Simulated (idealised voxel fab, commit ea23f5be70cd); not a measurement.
This section sets out a process module, namely voxel capacitor over wiring.
The cross-section shown here is cut; it is 160 nm wide and divided into square cells measuring 5 nm on a side.
In this document a cross-section is written as a grid of square cells. It is given as a series of bands, listed from the top down, and a band is one or more rows of cells. Heights first: top, then bottom, in nm. Then materials, left to right, each with a width in nm. "full width" on a single material: fills the band edge to edge. "air": empty space. Measure heights from 0. That's the level where, below it, the as-received wafer is all one material. The lowest band is bottomless and extends downward; write it as in "z 0 and below". Graded width ("30..40"): value in top row of band = first number; value in bottom row = second number; row-to-row change constant. No cell of the cross-section changed in a step that is given as "nothing was modified". Closed-off voids of 8+ cells (no open route to the top) go in "Listed closed voids", written width x height at distance from the left edge, in nm. It should be noted that, on the line of a given step, the content following the step's settings is a remark produced by the simulator itself with respect to that step. A step's line can hold "overlay nm"; with a mask on that step, the setting says how far right of the planned place the mask lay, while a negative setting says it lay to the left.

## plan
1: RECEIVE [material Si]
2: CONFORMAL_DEP [material SiO2] [thk nm 10]
3: DIRECTIONAL_DEP [material TiN] [thk nm 5]
4: DIRECTIONAL_DEP [material Ru] [thk nm 15]
5: MASKED_ETCH [tone cover] [mask id METAL_1] [width nm 20] [pitch nm 90] [etch materials Ru] [depth nm 15] [overlay nm 0]
6: MASKED_ETCH [tone cover] [mask id METAL_1] [width nm 20] [pitch nm 90] [etch materials TiN] [depth nm 5] [overlay nm 0]
7: CONFORMAL_DEP [material SiN] [thk nm 5]
8: FILL_DEP [material lowk] [thk nm 5]
9: CMP [height nm 30]
10: CONFORMAL_DEP [material SiCN] [thk nm 5]
11: DIRECTIONAL_DEP [material lowk] [thk nm 20]
12: DIRECTIONAL_DEP [material aC] [thk nm 10]
13: PATTERN [tone open] [mask id PLUG_1] [material resist] [width nm 15] [thk nm 25] [overlay nm 0]
14: DIRECTIONAL_ETCH [etch materials aC] [depth nm 10]
15: STRIP [etch materials resist]
16: DIRECTIONAL_ETCH [etch materials lowk] [depth nm 20]
17: DIRECTIONAL_ETCH [etch materials SiCN] [depth nm 5]
18: STRIP [etch materials aC]
19: EPI [material Ru] [thk nm 10]
20: EPI [material Ru] [thk nm 10]
21: EPI [material Ru] [thk nm 5]
22: DIRECTIONAL_DEP [material TiN] [thk nm 10]
23: DIRECTIONAL_DEP [material Al2O3] [thk nm 5]
24: DIRECTIONAL_DEP [material TiN] [thk nm 10]
25: MASKED_ETCH [tone cover] [mask id UPPER_PLATE] [width nm 75] [etch materials TiN] [depth nm 10] [overlay nm 0]
26: MASKED_ETCH [tone cover] [mask id UPPER_PLATE] [width nm 75] [etch materials Al2O3] [depth nm 5] [overlay nm 0]
27: DIRECTIONAL_DEP [material aC] [thk nm 15]
28: PATTERN [tone cover] [mask id LOWER_PLATE] [material resist] [width nm 85] [thk nm 35] [overlay nm 0]
29: DIRECTIONAL_ETCH [etch materials aC] [depth nm 15]
30: STRIP [etch materials resist]
31: DIRECTIONAL_ETCH [etch materials TiN] [depth nm 10]
32: STRIP [etch materials aC]
33: FILL_DEP [material SiO2] [thk nm 20]
34: CMP [height nm 95]
35: PATTERN [tone open] [mask id PLUG_2] [material resist] [width nm 15] [thk nm 20] [overlay nm 0]
36: DIRECTIONAL_ETCH [etch materials SiO2] [depth nm 15]
37: STRIP [etch materials resist]
38: CONFORMAL_DEP [material TiN] [thk nm 5]
39: FILL_DEP [material Cu] [thk nm 5]
40: CMP [height nm 95]
41: CONFORMAL_DEP [material SiCN] [thk nm 5]

## Incoming wafer, cross-sectional view, post step 1
- z 0 and below = Si full width
- Listed closed voids: none

## Cross-section taken at module completion on the first of two wafers; processed per the plan
- z 100 to 95 = SiCN full width
- z 95 to 85 = 40 SiO2, 5 TiN, 5 Cu, 5 TiN, 105 SiO2
- z 85 to 80 = 40 SiO2, 15 TiN, 105 SiO2
- z 80 to 70 = 30 SiO2, 75 TiN, 55 SiO2
- z 70 to 65 = 30 SiO2, 75 Al2O3, 55 SiO2
- z 65 to 55 = 25 SiO2, 85 TiN, 50 SiO2
- z 55 to 35 = 30 lowk, 15 Ru, 115 lowk
- z 35 to 30 = 30 SiCN, 15 Ru, 115 SiCN
- z 30 to 15 = 20 lowk, 5 SiN, 20 Ru, 5 SiN, 60 lowk, 5 SiN, 20 Ru, 5 SiN, 20 lowk
- z 15 to 10 = 25 SiN, 20 TiN, 70 SiN, 20 TiN, 25 SiN
- z 10 to 0 = SiO2 full width
- z 0 and below = Si full width
- Listed closed voids: none

## Cross-section, second wafer: same start as the first, same plan as the first, one mistake in running it; taken at the end of the module
- z 100 to 95 = SiCN full width
- z 95 to 85 = 40 SiO2, 5 TiN, 5 Cu, 5 TiN, 105 SiO2
- z 85 to 80 = 40 SiO2, 15 TiN, 105 SiO2
- z 80 to 70 = SiO2 full width
- z 70 to 65 = Al2O3 full width
- z 65 to 55 = TiN full width
- z 55 to 35 = 30 lowk, 15 Ru, 115 lowk
- z 35 to 30 = 30 SiCN, 15 Ru, 115 SiCN
- z 30 to 15 = 20 lowk, 5 SiN, 20 Ru, 5 SiN, 60 lowk, 5 SiN, 20 Ru, 5 SiN, 20 lowk
- z 15 to 10 = 25 SiN, 20 TiN, 70 SiN, 20 TiN, 25 SiN
- z 10 to 0 = SiO2 full width
- z 0 and below = Si full width
- Listed closed voids: none
Here's what went sideways: off-plan run, step 24, actual operation and settings DIRECTIONAL_DEP [material SiO2] [thk nm 10]
Final difference in cells, second wafer against first, listed per material as more or fewer: 17 more of Al2O3, 17 fewer of SiO2
